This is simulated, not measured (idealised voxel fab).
The following is a process module called voxel ribs on slabs.
Cross-section cut: width 155 nm, square cells of 5 nm.
Cross-section spec: square-cell grid; bands listed top down; each band is one or more rows. The band entry comprises the height of the band's top followed by the height of its bottom, expressed in nm, and subsequently the band's materials from left to right, each stated together with its width in nm. Where a single material is marked with the word "edge to edge", that material fills the band from edge to edge. The word "blank" represents empty space. Basically, 0 is our baseline, since under it the wafer straight out of the box is all one material. The bottom band has no lower end and keeps on going down, so it looks like "0..down". So if you see something like "30..40" for the width, read it as the top row of the band sitting at the first number and the bottom row at the second, with every row in between moving by the same amount as the last. For the purposes of this document, the phrase "nothing got changed" attached to a step denotes that no cell within the cross-section was modified by that step. "Completely enclosed voids" enumerates empty spaces isolated from the top, with no open way to it, that contain at least 8 cells, giving each as width x height at distance from the left edge, all three in nm. Past the settings on a step's line: simulator remark, on that step. overlay nm, on a step with a mask: how far to the right of its planned place the mask lay; to the left if negative. The remainder of this document consists of a sequence of paired cross-sections. Each pair presents the cross-section prior to one process step together with the cross-section following it, the latter being rendered only as deep as the lowest band that underwent change. The intervening step, together with its settings, is stated beneath each pair. Because the pairs may originate from different runs of this module on the same starting wafer, a given pair is to be read as continuing from the preceding pair only where its entry headed "Ex-ante state" so indicates.
### Ex-ante state
0..down = Si edge to edge
Completely enclosed voids: none
### Post-Step Section View
20..0 = SiO2 edge to edge
No changes below 0.
Completely enclosed voids: none
Connecting step for the cross-sections above: DIRECTIONAL_DEP, material SiO2, thk nm 20
Ex-ante state: after-state, pair directly above.
### Post-Step Section View
45..20 = polySi edge to edge
No changes below 20.
Completely enclosed voids: none
Connecting step for the cross-sections above: DIRECTIONAL_DEP, material polySi, thk nm 25
Ex-ante state: after-state, pair directly above.
### Post-Step Section View
45..25 = blank: 60; polySi: 30; blank: 65
No changes below 25.
Completely enclosed voids: none
Connecting step for the cross-sections above: MASKED_ETCH, tone cover, mask id RIB, width nm 30, etch materials polySi, depth nm 20, overlay nm 0
Ex-ante state: after-state, pair directly above.
### Post-Step Section View
60..45 = blank: 60; aC: 30; blank: 65
45..40 = blank: 60; polySi: 30; blank: 65
40..25 = aC: 60; polySi: 30; aC: 65
No changes below 25.
Completely enclosed voids: none
Connecting step for the cross-sections above: DIRECTIONAL_DEP, material aC, thk nm 15
Ex-ante state: after-state, pair directly above.
### Post-Step Section View
95..60 = blank: 45; resist: 60; blank: 50
60..45 = blank: 45; resist: 15; aC: 30; resist: 15; blank: 50
45..40 = blank: 45; resist: 15; polySi: 30; resist: 15; blank: 50
No changes below 40.
Completely enclosed voids: none
Connecting step for the cross-sections above: PATTERN, tone cover, mask id SLAB, material resist, width nm 60, thk nm 35, overlay nm 0
Ex-ante state: after-state, pair directly above.
### Post-Step Section View
80..60 = blank: 45; resist: 60; blank: 50
60..45 = blank: 45; resist: 15; aC: 30; resist: 15; blank: 50
45..40 = blank: 45; resist: 15; polySi: 30; resist: 15; blank: 50
40..25 = blank: 45; aC: 15; polySi: 30; aC: 15; blank: 50
No changes below 25.
Completely enclosed voids: none
Connecting step for the cross-sections above: DIRECTIONAL_ETCH, etch materials aC, depth nm 15
Ex-ante state: after-state, pair directly above.
### Post-Step Section View
60..45 = blank: 60; aC: 30; blank: 65
45..40 = blank: 60; polySi: 30; blank: 65
No changes below 40.
Completely enclosed voids: none
Connecting step for the cross-sections above: STRIP, etch materials resist
Ex-ante state: after-state, pair directly above.
### Post-Step Section View
60..45 = blank: 60; aC: 30; blank: 65
45..40 = blank: 60; polySi: 30; blank: 65
40..25 = blank: 45; aC: 15; polySi: 30; aC: 15; blank: 50
25..20 = blank: 45; polySi: 60; blank: 50
No changes below 20.
Completely enclosed voids: none
Connecting step for the cross-sections above: DIRECTIONAL_ETCH, etch materials polySi, depth nm 5
Ex-ante state: after-state, pair directly above.
### Post-Step Section View
45..25 = blank: 60; polySi: 30; blank: 65
No changes below 25.
Completely enclosed voids: none
Connecting step for the cross-sections above: STRIP, etch materials aC
Ex-ante state: after-state, pair directly above.
### Post-Step Section View
65..45 = SiO2 edge to edge
45..25 = SiO2: 60; polySi: 30; SiO2: 65
25..20 = SiO2: 45; polySi: 60; SiO2: 50
No changes below 20.
Completely enclosed voids: none
Connecting step for the cross-sections above: FILL_DEP, material SiO2, thk nm 20
Ex-ante state: after-state, pair directly above.
### Post-Step Section View
60..45 = SiO2 edge to edge
No changes below 45.
Completely enclosed voids: none
Connecting step for the cross-sections above: CMP, height nm 60
Ex-ante state: after-state, pair directly above.
### Post-Step Section View
70..60 = W edge to edge
No changes below 60.
Completely enclosed voids: none
Connecting step for the cross-sections above: DIRECTIONAL_DEP, material W, thk nm 10
Ex-ante state: after-state, pair directly above.
### Post-Step Section View
85..70 = blank: 55; resist: 40; blank: 60
No changes below 70.
Completely enclosed voids: none
Connecting step for the cross-sections above: PATTERN, tone cover, mask id HEATER, material resist, width nm 40, thk nm 15, overlay nm 0
Ex-ante state: after-state, pair directly above.
### Post-Step Section View
85..70 = blank: 55; resist: 40; blank: 60
70..60 = blank: 55; W: 40; blank: 60
No changes below 60.
Completely enclosed voids: none
Connecting step for the cross-sections above: DIRECTIONAL_ETCH, etch materials W, depth nm 10
Ex-ante state: after-state, pair directly above.
### Post-Step Section View
70..60 = blank: 55; W: 40; blank: 60
No changes below 60.
Completely enclosed voids: none
Connecting step for the cross-sections above: STRIP, etch materials resist
Ex-ante state: after-state, pair directly above.
### Post-Step Section View
80..70 = blank: 45; SiO2: 60; blank: 50
70..60 = SiO2: 55; W: 40; SiO2: 60
No changes below 60.
Completely enclosed voids: none
Connecting step for the cross-sections above: CONFORMAL_DEP, material SiO2, thk nm 10
### Ex-ante state
45..20 = polySi edge to edge
20..0 = SiO2 edge to edge
0..down = Si edge to edge
Completely enclosed voids: none
### Post-Step Section View
70..20 = polySi edge to edge
No changes below 20.
Completely enclosed voids: none
Connecting step for the cross-sections above: DIRECTIONAL_DEP, material polySi, thk nm 25
Ex-ante state: after-state, pair directly above.
### Post-Step Section View
70..50 = blank: 60; polySi: 30; blank: 65
No changes below 50.
Completely enclosed voids: none
Connecting step for the cross-sections above: MASKED_ETCH, tone cover, mask id RIB, width nm 30, etch materials polySi, depth nm 20, overlay nm 0
Ex-ante state: after-state, pair directly above.
### Post-Step Section View
85..70 = blank: 60; aC: 30; blank: 65
70..65 = blank: 60; polySi: 30; blank: 65
65..50 = aC: 60; polySi: 30; aC: 65
No changes below 50.
Completely enclosed voids: none
Connecting step for the cross-sections above: DIRECTIONAL_DEP, material aC, thk nm 15
Ex-ante state: after-state, pair directly above.
### Post-Step Section View
120..85 = blank: 45; resist: 60; blank: 50
85..70 = blank: 45; resist: 15; aC: 30; resist: 15; blank: 50
70..65 = blank: 45; resist: 15; polySi: 30; resist: 15; blank: 50
No changes below 65.
Completely enclosed voids: none
Connecting step for the cross-sections above: PATTERN, tone cover, mask id SLAB, material resist, width nm 60, thk nm 35, overlay nm 0
Ex-ante state: after-state, pair directly above.
### Post-Step Section View
105..85 = blank: 45; resist: 60; blank: 50
85..70 = blank: 45; resist: 15; aC: 30; resist: 15; blank: 50
70..65 = blank: 45; resist: 15; polySi: 30; resist: 15; blank: 50
65..50 = blank: 45; aC: 15; polySi: 30; aC: 15; blank: 50
No changes below 50.
Completely enclosed voids: none
Connecting step for the cross-sections above: DIRECTIONAL_ETCH, etch materials aC, depth nm 15
Ex-ante state: after-state, pair directly above.
### Post-Step Section View
85..70 = blank: 60; aC: 30; blank: 65
70..65 = blank: 60; polySi: 30; blank: 65
No changes below 65.
Completely enclosed voids: none
Connecting step for the cross-sections above: STRIP, etch materials resist
Ex-ante state: after-state, pair directly above.
### Post-Step Section View
85..70 = blank: 60; aC: 30; blank: 65
70..65 = blank: 60; polySi: 30; blank: 65
65..50 = blank: 45; aC: 15; polySi: 30; aC: 15; blank: 50
50..45 = blank: 45; polySi: 60; blank: 50
No changes below 45.
Completely enclosed voids: none
Connecting step for the cross-sections above: DIRECTIONAL_ETCH, etch materials polySi, depth nm 5
Ex-ante state: after-state, pair directly above.
### Post-Step Section View
70..50 = blank: 60; polySi: 30; blank: 65
No changes below 50.
Completely enclosed voids: none
Connecting step for the cross-sections above: STRIP, etch materials aC
Ex-ante state: after-state, pair directly above.
### Post-Step Section View
90..70 = SiO2 edge to edge
70..50 = SiO2: 60; polySi: 30; SiO2: 65
50..45 = SiO2: 45; polySi: 60; SiO2: 50
No changes below 45.
Completely enclosed voids: none
Connecting step for the cross-sections above: FILL_DEP, material SiO2, thk nm 20
Ex-ante state: after-state, pair directly above.
### Post-Step Section View
60..50 = SiO2: 60; polySi: 30; SiO2: 65
No changes below 50.
Completely enclosed voids: none
Connecting step for the cross-sections above: CMP, height nm 60
Ex-ante state: after-state, pair directly above.
### Post-Step Section View
70..60 = W edge to edge
No changes below 60.
Completely enclosed voids: none
Connecting step for the cross-sections above: DIRECTIONAL_DEP, material W, thk nm 10
Ex-ante state: after-state, pair directly above.
### Post-Step Section View
85..70 = blank: 55; resist: 40; blank: 60
No changes below 70.
Completely enclosed voids: none
Connecting step for the cross-sections above: PATTERN, tone cover, mask id HEATER, material resist, width nm 40, thk nm 15, overlay nm 0
Ex-ante state: after-state, pair directly above.
### Post-Step Section View
85..70 = blank: 55; resist: 40; blank: 60
70..60 = blank: 55; W: 40; blank: 60
No changes below 60.
Completely enclosed voids: none
Connecting step for the cross-sections above: DIRECTIONAL_ETCH, etch materials W, depth nm 10
Ex-ante state: after-state, pair directly above.
### Post-Step Section View
70..60 = blank: 55; W: 40; blank: 60
No changes below 60.
Completely enclosed voids: none
Connecting step for the cross-sections above: STRIP, etch materials resist
Ex-ante state: after-state, pair directly above.
### Post-Step Section View
80..70 = blank: 45; SiO2: 60; blank: 50
70..60 = SiO2: 55; W: 40; SiO2: 60
No changes below 60.
Completely enclosed voids: none
Connecting step for the cross-sections above: CONFORMAL_DEP, material SiO2, thk nm 10
### Ex-ante state
0..down = Si edge to edge
Completely enclosed voids: none
### Post-Step Section View
25..0 = polySi edge to edge
No changes below 0.
Completely enclosed voids: none
Connecting step for the cross-sections above: DIRECTIONAL_DEP, material polySi, thk nm 25
Ex-ante state: after-state, pair directly above.
### Post-Step Section View
45..25 = SiO2 edge to edge
No changes below 25.
Completely enclosed voids: none
Connecting step for the cross-sections above: DIRECTIONAL_DEP, material SiO2, thk nm 20
Ex-ante state: after-state, pair directly above.
### Post-Step Section View
60..45 = aC edge to edge
No changes below 45.
Completely enclosed voids: none
Connecting step for the cross-sections above: DIRECTIONAL_DEP, material aC, thk nm 15
Ex-ante state: after-state, pair directly above.
### Post-Step Section View
95..60 = blank: 45; resist: 60; blank: 50
No changes below 60.
Completely enclosed voids: none
Connecting step for the cross-sections above: PATTERN, tone cover, mask id SLAB, material resist, width nm 60, thk nm 35, overlay nm 0
Ex-ante state: after-state, pair directly above.
### Post-Step Section View
80..60 = blank: 45; resist: 60; blank: 50
60..45 = blank: 45; aC: 60; blank: 50
No changes below 45.
Completely enclosed voids: none
Connecting step for the cross-sections above: DIRECTIONAL_ETCH, etch materials aC, depth nm 15
Ex-ante state: after-state, pair directly above.
### Post-Step Section View
60..45 = blank: 45; aC: 60; blank: 50
No changes below 45.
Completely enclosed voids: none
Connecting step for the cross-sections above: STRIP, etch materials resist
Ex-ante state: after-state, pair directly above.
### Post-Step Section View
45..25 = SiO2 edge to edge
No changes below 25.
Completely enclosed voids: none
Connecting step for the cross-sections above: STRIP, etch materials aC
Ex-ante state: after-state, pair directly above.
### Post-Step Section View
65..25 = SiO2 edge to edge
No changes below 25.
Completely enclosed voids: none
Connecting step for the cross-sections above: FILL_DEP, material SiO2, thk nm 20
Ex-ante state: after-state, pair directly above.
### Post-Step Section View
60..25 = SiO2 edge to edge
No changes below 25.
Completely enclosed voids: none
Connecting step for the cross-sections above: CMP, height nm 60
Ex-ante state: after-state, pair directly above.
### Post-Step Section View
70..60 = W edge to edge
No changes below 60.
Completely enclosed voids: none
Connecting step for the cross-sections above: DIRECTIONAL_DEP, material W, thk nm 10
Ex-ante state: after-state, pair directly above.
### Post-Step Section View
85..70 = blank: 55; resist: 40; blank: 60
No changes below 70.
Completely enclosed voids: none
Connecting step for the cross-sections above: PATTERN, tone cover, mask id HEATER, material resist, width nm 40, thk nm 15, overlay nm 0
Ex-ante state: after-state, pair directly above.
### Post-Step Section View
85..70 = blank: 55; resist: 40; blank: 60
70..60 = blank: 55; W: 40; blank: 60
No changes below 60.
Completely enclosed voids: none
Connecting step for the cross-sections above: DIRECTIONAL_ETCH, etch materials W, depth nm 10
Ex-ante state: after-state, pair directly above.
### Post-Step Section View
70..60 = blank: 55; W: 40; blank: 60
No changes below 60.
Completely enclosed voids: none
Connecting step for the cross-sections above: STRIP, etch materials resist
Ex-ante state: after-state, pair directly above.
### Post-Step Section View
80..70 = blank: 45; SiO2: 60; blank: 50
70..60 = SiO2: 55; W: 40; SiO2: 60
No changes below 60.
Completely enclosed voids: none
Connecting step for the cross-sections above: CONFORMAL_DEP, material SiO2, thk nm 10
### Ex-ante state
70..60 = blank: 55; W: 40; blank: 60
60..45 = SiO2 edge to edge
45..25 = SiO2: 60; polySi: 30; SiO2: 65
25..20 = SiO2: 45; polySi: 60; SiO2: 50
20..0 = SiO2 edge to edge
0..down = Si edge to edge
Completely enclosed voids: none
### Post-Step Section View
85..75 = blank: 40; SiO2: 70; blank: 45
75..70 = SiO2 edge to edge
70..60 = SiO2: 55; W: 40; SiO2: 60
No changes below 60.
Completely enclosed voids: none
Connecting step for the cross-sections above: CONFORMAL_DEP, material SiO2, thk nm 15
### Ex-ante state
45..20 = polySi edge to edge
20..0 = SiO2 edge to edge
0..down = Si edge to edge
Completely enclosed voids: none
### Post-Step Section View
45..25 = blank: 60; polySi: 35; blank: 60
No changes below 25.
Completely enclosed voids: none
Connecting step for the cross-sections above: MASKED_ETCH, tone cover, mask id RIB, width nm 35, etch materials polySi, depth nm 20, overlay nm 0
Ex-ante state: after-state, pair directly above.
### Post-Step Section View
60..45 = blank: 60; aC: 35; blank: 60
45..40 = blank: 60; polySi: 35; blank: 60
40..25 = aC: 60; polySi: 35; aC: 60
No changes below 25.
Completely enclosed voids: none
Connecting step for the cross-sections above: DIRECTIONAL_DEP, material aC, thk nm 15
Ex-ante state: after-state, pair directly above.
### Post-Step Section View
95..60 = blank: 45; resist: 60; blank: 50
60..45 = blank: 45; resist: 15; aC: 35; resist: 10; blank: 50
45..40 = blank: 45; resist: 15; polySi: 35; resist: 10; blank: 50
No changes below 40.
Completely enclosed voids: none
Connecting step for the cross-sections above: PATTERN, tone cover, mask id SLAB, material resist, width nm 60, thk nm 35, overlay nm 0
Ex-ante state: after-state, pair directly above.
### Post-Step Section View
80..60 = blank: 45; resist: 60; blank: 50
60..45 = blank: 45; resist: 15; aC: 35; resist: 10; blank: 50
45..40 = blank: 45; resist: 15; polySi: 35; resist: 10; blank: 50
40..25 = blank: 45; aC: 15; polySi: 35; aC: 10; blank: 50
No changes below 25.
Completely enclosed voids: none
Connecting step for the cross-sections above: DIRECTIONAL_ETCH, etch materials aC, depth nm 15
Ex-ante state: after-state, pair directly above.
### Post-Step Section View
60..45 = blank: 60; aC: 35; blank: 60
45..40 = blank: 60; polySi: 35; blank: 60
No changes below 40.
Completely enclosed voids: none
Connecting step for the cross-sections above: STRIP, etch materials resist
Ex-ante state: after-state, pair directly above.
### Post-Step Section View
60..45 = blank: 60; aC: 35; blank: 60
45..40 = blank: 60; polySi: 35; blank: 60
40..25 = blank: 45; aC: 15; polySi: 35; aC: 10; blank: 50
25..20 = blank: 45; polySi: 60; blank: 50
No changes below 20.
Completely enclosed voids: none
Connecting step for the cross-sections above: DIRECTIONAL_ETCH, etch materials polySi, depth nm 5
Ex-ante state: after-state, pair directly above.
### Post-Step Section View
45..25 = blank: 60; polySi: 35; blank: 60
No changes below 25.
Completely enclosed voids: none
Connecting step for the cross-sections above: STRIP, etch materials aC
Ex-ante state: after-state, pair directly above.
### Post-Step Section View
65..45 = SiO2 edge to edge
45..25 = SiO2: 60; polySi: 35; SiO2: 60
25..20 = SiO2: 45; polySi: 60; SiO2: 50
No changes below 20.
Completely enclosed voids: none
Connecting step for the cross-sections above: FILL_DEP, material SiO2, thk nm 20
Ex-ante state: after-state, pair directly above.
### Post-Step Section View
60..45 = SiO2 edge to edge
No changes below 45.
Completely enclosed voids: none
Connecting step for the cross-sections above: CMP, height nm 60
Ex-ante state: after-state, pair directly above.
### Post-Step Section View
70..60 = W edge to edge
No changes below 60.
Completely enclosed voids: none
Connecting step for the cross-sections above: DIRECTIONAL_DEP, material W, thk nm 10
Ex-ante state: after-state, pair directly above.
### Post-Step Section View
85..70 = blank: 55; resist: 40; blank: 60
No changes below 70.
Completely enclosed voids: none
Connecting step for the cross-sections above: PATTERN, tone cover, mask id HEATER, material resist, width nm 40, thk nm 15, overlay nm 0
Ex-ante state: after-state, pair directly above.
### Post-Step Section View
85..70 = blank: 55; resist: 40; blank: 60
70..60 = blank: 55; W: 40; blank: 60
No changes below 60.
Completely enclosed voids: none
Connecting step for the cross-sections above: DIRECTIONAL_ETCH, etch materials W, depth nm 10
Ex-ante state: after-state, pair directly above.
### Post-Step Section View
70..60 = blank: 55; W: 40; blank: 60
No changes below 60.
Completely enclosed voids: none
Connecting step for the cross-sections above: STRIP, etch materials resist
Ex-ante state: after-state, pair directly above.
### Post-Step Section View
80..70 = blank: 45; SiO2: 60; blank: 50
70..60 = SiO2: 55; W: 40; SiO2: 60
No changes below 60.
Completely enclosed voids: none
Connecting step for the cross-sections above: CONFORMAL_DEP, material SiO2, thk nm 10
### Ex-ante state
60..45 = blank: 60; aC: 30; blank: 65
45..40 = blank: 60; polySi: 30; blank: 65
40..25 = aC: 60; polySi: 30; aC: 65
25..20 = polySi edge to edge
20..0 = SiO2 edge to edge
0..down = Si edge to edge
Completely enclosed voids: none
### Post-Step Section View
95..60 = blank: 55; resist: 60; blank: 40
60..45 = blank: 55; resist: 5; aC: 30; resist: 25; blank: 40
45..40 = blank: 55; resist: 5; polySi: 30; resist: 25; blank: 40
No changes below 40.
Completely enclosed voids: none
Connecting step for the cross-sections above: PATTERN, tone cover, mask id SLAB, material resist, width nm 60, thk nm 35, overlay nm 10
Ex-ante state: after-state, pair directly above.
### Post-Step Section View
80..60 = blank: 55; resist: 60; blank: 40
60..45 = blank: 55; resist: 5; aC: 30; resist: 25; blank: 40
45..40 = blank: 55; resist: 5; polySi: 30; resist: 25; blank: 40
40..25 = blank: 55; aC: 5; polySi: 30; aC: 25; blank: 40
No changes below 25.
Completely enclosed voids: none
Connecting step for the cross-sections above: DIRECTIONAL_ETCH, etch materials aC, depth nm 15
Ex-ante state: after-state, pair directly above.
### Post-Step Section View
60..45 = blank: 60; aC: 30; blank: 65
45..40 = blank: 60; polySi: 30; blank: 65
No changes below 40.
Completely enclosed voids: none
Connecting step for the cross-sections above: STRIP, etch materials resist
Ex-ante state: after-state, pair directly above.
### Post-Step Section View
60..45 = blank: 60; aC: 30; blank: 65
45..40 = blank: 60; polySi: 30; blank: 65
40..25 = blank: 55; aC: 5; polySi: 30; aC: 25; blank: 40
25..20 = blank: 55; polySi: 60; blank: 40
No changes below 20.
Completely enclosed voids: none
Connecting step for the cross-sections above: DIRECTIONAL_ETCH, etch materials polySi, depth nm 5
Ex-ante state: after-state, pair directly above.
### Post-Step Section View
45..25 = blank: 60; polySi: 30; blank: 65
No changes below 25.
Completely enclosed voids: none
Connecting step for the cross-sections above: STRIP, etch materials aC
Ex-ante state: after-state, pair directly above.
### Post-Step Section View
65..45 = SiO2 edge to edge
45..25 = SiO2: 60; polySi: 30; SiO2: 65
25..20 = SiO2: 55; polySi: 60; SiO2: 40
No changes below 20.
Completely enclosed voids: none
Connecting step for the cross-sections above: FILL_DEP, material SiO2, thk nm 20
Ex-ante state: after-state, pair directly above.
### Post-Step Section View
60..45 = SiO2 edge to edge
No changes below 45.
Completely enclosed voids: none
Connecting step for the cross-sections above: CMP, height nm 60
Ex-ante state: after-state, pair directly above.
### Post-Step Section View
70..60 = W edge to edge
No changes below 60.
Completely enclosed voids: none
Connecting step for the cross-sections above: DIRECTIONAL_DEP, material W, thk nm 10
Ex-ante state: after-state, pair directly above.
### Post-Step Section View
85..70 = blank: 55; resist: 40; blank: 60
No changes below 70.
Completely enclosed voids: none
Connecting step for the cross-sections above: PATTERN, tone cover, mask id HEATER, material resist, width nm 40, thk nm 15, overlay nm 0
Ex-ante state: after-state, pair directly above.
### Post-Step Section View
85..70 = blank: 55; resist: 40; blank: 60
70..60 = blank: 55; W: 40; blank: 60
No changes below 60.
Completely enclosed voids: none
Connecting step for the cross-sections above: DIRECTIONAL_ETCH, etch materials W, depth nm 10
Ex-ante state: after-state, pair directly above.
### Post-Step Section View
70..60 = blank: 55; W: 40; blank: 60
No changes below 60.
Completely enclosed voids: none
Connecting step for the cross-sections above: STRIP, etch materials resist
Ex-ante state: after-state, pair directly above.
### Post-Step Section View
80..70 = blank: 45; SiO2: 60; blank: 50
70..60 = SiO2: 55; W: 40; SiO2: 60
No changes below 60.
Completely enclosed voids: none
Connecting step for the cross-sections above: CONFORMAL_DEP, material SiO2, thk nm 10
### Ex-ante state
70..60 = blank: 55; W: 40; blank: 60
60..45 = SiO2 edge to edge
45..25 = SiO2: 60; polySi: 30; SiO2: 65
25..20 = SiO2: 45; polySi: 60; SiO2: 50
20..0 = SiO2 edge to edge
0..down = Si edge to edge
Completely enclosed voids: none
### Post-Step Section View
80..70 = blank: 45; polySi: 60; blank: 50
70..60 = polySi: 55; W: 40; polySi: 60
No changes below 60.
Completely enclosed voids: none
Connecting step for the cross-sections above: CONFORMAL_DEP, material polySi, thk nm 10
### Ex-ante state
60..45 = blank: 60; aC: 30; blank: 65
45..40 = blank: 60; polySi: 30; blank: 65
40..25 = aC: 60; polySi: 30; aC: 65
25..20 = polySi edge to edge
20..0 = SiO2 edge to edge
0..down = Si edge to edge
Completely enclosed voids: none
### Post-Step Section View
95..60 = resist: 45; blank: 60; resist: 50
60..45 = resist: 45; blank: 15; aC: 30; blank: 15; resist: 50
45..40 = resist: 45; blank: 15; polySi: 30; blank: 15; resist: 50
No changes below 40.
Completely enclosed voids: none
Connecting step for the cross-sections above: PATTERN, tone open, mask id SLAB, material resist, width nm 60, thk nm 35, overlay nm 0
Ex-ante state: after-state, pair directly above.
### Post-Step Section View
80..45 = resist: 45; blank: 60; resist: 50
45..40 = resist: 45; blank: 15; polySi: 30; blank: 15; resist: 50
40..25 = aC: 45; blank: 15; polySi: 30; blank: 15; aC: 50
No changes below 25.
Completely enclosed voids: none
Connecting step for the cross-sections above: DIRECTIONAL_ETCH, etch materials aC, depth nm 15
Ex-ante state: after-state, pair directly above.
### Post-Step Section View
45..40 = blank: 60; polySi: 30; blank: 65
No changes below 40.
Completely enclosed voids: none
Connecting step for the cross-sections above: STRIP, etch materials resist
Ex-ante state: after-state, pair directly above.
### Post-Step Section View
40..25 = aC: 45; blank: 15; polySi: 30; blank: 15; aC: 50
25..20 = polySi: 45; blank: 15; polySi: 30; blank: 15; polySi: 50
No changes below 20.
Completely enclosed voids: none
Connecting step for the cross-sections above: DIRECTIONAL_ETCH, etch materials polySi, depth nm 5
Ex-ante state: after-state, pair directly above.
### Post-Step Section View
40..25 = blank: 60; polySi: 30; blank: 65
No changes below 25.
Completely enclosed voids: none
Connecting step for the cross-sections above: STRIP, etch materials aC
Ex-ante state: after-state, pair directly above.
### Post-Step Section View
60..40 = SiO2 edge to edge
40..25 = SiO2: 60; polySi: 30; SiO2: 65
25..20 = polySi: 45; SiO2: 15; polySi: 30; SiO2: 15; polySi: 50
No changes below 20.
Completely enclosed voids: none
Connecting step for the cross-sections above: FILL_DEP, material SiO2, thk nm 20
Ex-ante state: after-state, pair directly above.
### Post-Step Section View
70..60 = W edge to edge
No changes below 60.
Completely enclosed voids: none
Connecting step for the cross-sections above: DIRECTIONAL_DEP, material W, thk nm 10
Ex-ante state: after-state, pair directly above.
### Post-Step Section View
85..70 = blank: 55; resist: 40; blank: 60
No changes below 70.
Completely enclosed voids: none
Connecting step for the cross-sections above: PATTERN, tone cover, mask id HEATER, material resist, width nm 40, thk nm 15, overlay nm 0
Ex-ante state: after-state, pair directly above.
### Post-Step Section View
85..70 = blank: 55; resist: 40; blank: 60
70..60 = blank: 55; W: 40; blank: 60
No changes below 60.
Completely enclosed voids: none
Connecting step for the cross-sections above: DIRECTIONAL_ETCH, etch materials W, depth nm 10
Ex-ante state: after-state, pair directly above.
### Post-Step Section View
70..60 = blank: 55; W: 40; blank: 60
No changes below 60.
Completely enclosed voids: none
Connecting step for the cross-sections above: STRIP, etch materials resist
Ex-ante state: after-state, pair directly above.
### Post-Step Section View
80..70 = blank: 45; SiO2: 60; blank: 50
70..60 = SiO2: 55; W: 40; SiO2: 60
No changes below 60.
Completely enclosed voids: none
Connecting step for the cross-sections above: CONFORMAL_DEP, material SiO2, thk nm 10
